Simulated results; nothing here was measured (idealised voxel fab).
process module | voxel air gaps
cross-section cut | 165 nm wide | cells 5 nm
A cross-section is a grid of square cells, given in bands from the top down. A band is one or more rows of cells.
Each band's line starts with the height of the band's top and of its bottom, in nm. Then come its materials from left to right, each with its width in nm. One material with "throughout" fills the band from edge to edge. "air" is empty space.
Height 0 is the level under which the wafer as received is all one material. The lowest band goes on downwards, as in "0 down".
A width such as "30 to 40" changes by the same amount from each row of cells to the next, from the band's top row to its bottom row.
"no change" after a step means that no cell of the cross-section changed.
closed voids: empty space of 8 cells or more with no open way to the top, each as width x height at its distance from the left edge, in nm
after a step's settings: what the simulator itself notes on the step
overlay nm, on a step with a mask: how far to the right of its planned place the mask lay; to the left if negative
plan
1 op RECEIVE | material Si
2 op CONFORMAL_DEP | material SiO2 | thk nm 10
3 op CONFORMAL_DEP | material SiN | thk nm 5
4 op DIRECTIONAL_DEP | material lowk | thk nm 35
5 op PATTERN | tone open | mask id LINES | material resist | width nm 15 | pitch nm 45 | thk nm 20 | overlay nm 0
6 op DIRECTIONAL_ETCH | etch materials lowk | depth nm 35
7 op STRIP | etch materials resist
8 op CONFORMAL_DEP | material TiN | thk nm 5
9 op FILL_DEP | material Ru | thk nm 5
10 op CMP | height nm 50
11 op EPI | material Ru | thk nm 10
12 op SELECTIVE_ETCH | etch materials lowk | depth nm 45
13 op CONFORMAL_DEP | material SiCN | thk nm 5
as received, after step 1
  0 down: Si throughout
  closed voids: none
first wafer at the end, as planned
  65 to 60: air 15 | SiCN 135 | air 15
  60 to 50: air 15 | SiCN 5 | Ru 35 | SiCN 10 | Ru 35 | SiCN 10 | Ru 35 | SiCN 5 | air 15
  50 to 45: air 15 | SiCN 15 | TiN 5 | Ru 5 | TiN 5 | SiCN 30 | TiN 5 | Ru 5 | TiN 5 | SiCN 30 | TiN 5 | Ru 5 | TiN 5 | SiCN 15 | air 15
  45 to 20: air 25 | SiCN 5 | TiN 5 | Ru 5 | TiN 5 | SiCN 5 | air 20 | SiCN 5 | TiN 5 | Ru 5 | TiN 5 | SiCN 5 | air 20 | SiCN 5 | TiN 5 | Ru 5 | TiN 5 | SiCN 5 | air 25
  20 to 15: SiCN 30 | TiN 15 | SiCN 30 | TiN 15 | SiCN 30 | TiN 15 | SiCN 30
  15 to 10: SiN throughout
  10 to 0: SiO2 throughout
  0 down: Si throughout
  closed voids: 20 x 25 at 50; 20 x 25 at 95
second wafer at the end: like start, like plan, one mistake
  65 to 60: air 15 | SiCN 135 | air 15
  60 to 50: air 15 | SiCN 5 | Ru 35 | SiCN 10 | Ru 35 | SiCN 10 | Ru 35 | SiCN 5 | air 15
  50 to 45: air 15 | SiCN 15 | TiN 5 | Ru 5 | TiN 5 | SiCN 30 | TiN 5 | Ru 5 | TiN 5 | SiCN 30 | TiN 5 | Ru 5 | TiN 5 | SiCN 15 | air 15
  45 to 20: air 25 | SiCN 5 | TiN 5 | Ru 5 | TiN 5 | SiCN 5 | air 20 | SiCN 5 | TiN 5 | Ru 5 | TiN 5 | SiCN 5 | air 20 | SiCN 5 | TiN 5 | Ru 5 | TiN 5 | SiCN 5 | air 25
  20 to 15: SiCN 30 | TiN 15 | SiCN 30 | TiN 15 | SiCN 30 | TiN 15 | SiCN 30
  15 to 5: SiO2 throughout
  5 to 0: SiN throughout
  0 down: Si throughout
  closed voids: 20 x 25 at 50; 20 x 25 at 95
what went wrong: steps 2 and 3 were swapped
at the end the second wafer has, in cells: as many of each material as the first, in other places
